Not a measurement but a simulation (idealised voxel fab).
Module name: voxel tone inversion (process module)
Square cells of 5 nm make up the cross-section cut, whose width is 210 nm.
Heads up, the way a cross-section reads in here is a grid of square cells, handed over as bands from the top down, with every band being one or more rows of cells. Basically the band line says how high the top is and how high the bottom is, in nm, and then what's in it from left to right, every material with its width in nm. Empty space shows up as "empty", and if a single material carries "edge to edge" it runs the full band edge to edge. Basically, 0 is our baseline, since under it the wafer straight out of the box is all one material. The bottom band has no lower end and keeps on going down, so it looks like "z 0 and below". A two-number width, for instance "30->40", indicates that the width is equal to the first number in the top row of the band and to the second number in the bottom row, and that it changes by a constant amount per row of cells. A step reported as "all unchanged" is a step in which no cell of the cross-section changed. For the entry "Closed void inventory", the listed items are empty spaces with no open way to the top whose size is 8 cells or more; each item follows the pattern width x height at distance, where distance is from the left edge and all three are in nm. Whatever follows a step's settings on its line is a remark the simulator itself makes about that step. overlay nm, on a step with a mask: how far to the right of its planned place the mask lay; to the left if negative.
So here's the lineup of process steps we planned
step 1: RECEIVE with material Si
step 2: CONFORMAL_DEP with material SiN, thk nm 5
step 3: DIRECTIONAL_DEP with material polySi, thk nm 20
step 4: PATTERN with tone cover, mask id POSTS, material resist, width nm 20, pitch nm 45, thk nm 30, overlay nm -15
step 5: DIRECTIONAL_ETCH with etch materials polySi, depth nm 20
step 6: STRIP with etch materials resist
step 7: FILL_DEP with material SiO2, thk nm 5
step 8: CMP with height nm 25
step 9: STRIP with etch materials polySi
step 10: CONFORMAL_DEP with material TiN, thk nm 5
step 11: FILL_DEP with material Cu, thk nm 10
step 12: CMP with height nm 25
step 13: CONFORMAL_DEP with material SiN, thk nm 5
Wafers differ in overlay nm at step 4; plan lists the first wafer's value; identical starting state.
Cross-section of the first of several wafers as received (after step 1)
    z 0 and below  Si edge to edge
    Closed void inventory: none
What follows is a table in which each wafer occupies a row; for the wafer as it stands at the close of the module, the row states, material by material, how many cells have been gained (+) or lost (-) since receipt, and then gives its closed voids
overlay nm -15 | +18 Cu | +84 SiN | +120 SiO2 | +30 TiN | Closed void inventory: none
overlay nm -10 | +18 Cu | +84 SiN | +120 SiO2 | +30 TiN | Closed void inventory: none
overlay nm -5 | +18 Cu | +84 SiN | +120 SiO2 | +30 TiN | Closed void inventory: none
overlay nm 0 | +18 Cu | +84 SiN | +120 SiO2 | +30 TiN | Closed void inventory: none
overlay nm 5 | +18 Cu | +84 SiN | +120 SiO2 | +30 TiN | Closed void inventory: none
overlay nm 10 | +18 Cu | +84 SiN | +120 SiO2 | +30 TiN | Closed void inventory: none
overlay nm 15 | +18 Cu | +84 SiN | +120 SiO2 | +30 TiN | Closed void inventory: none
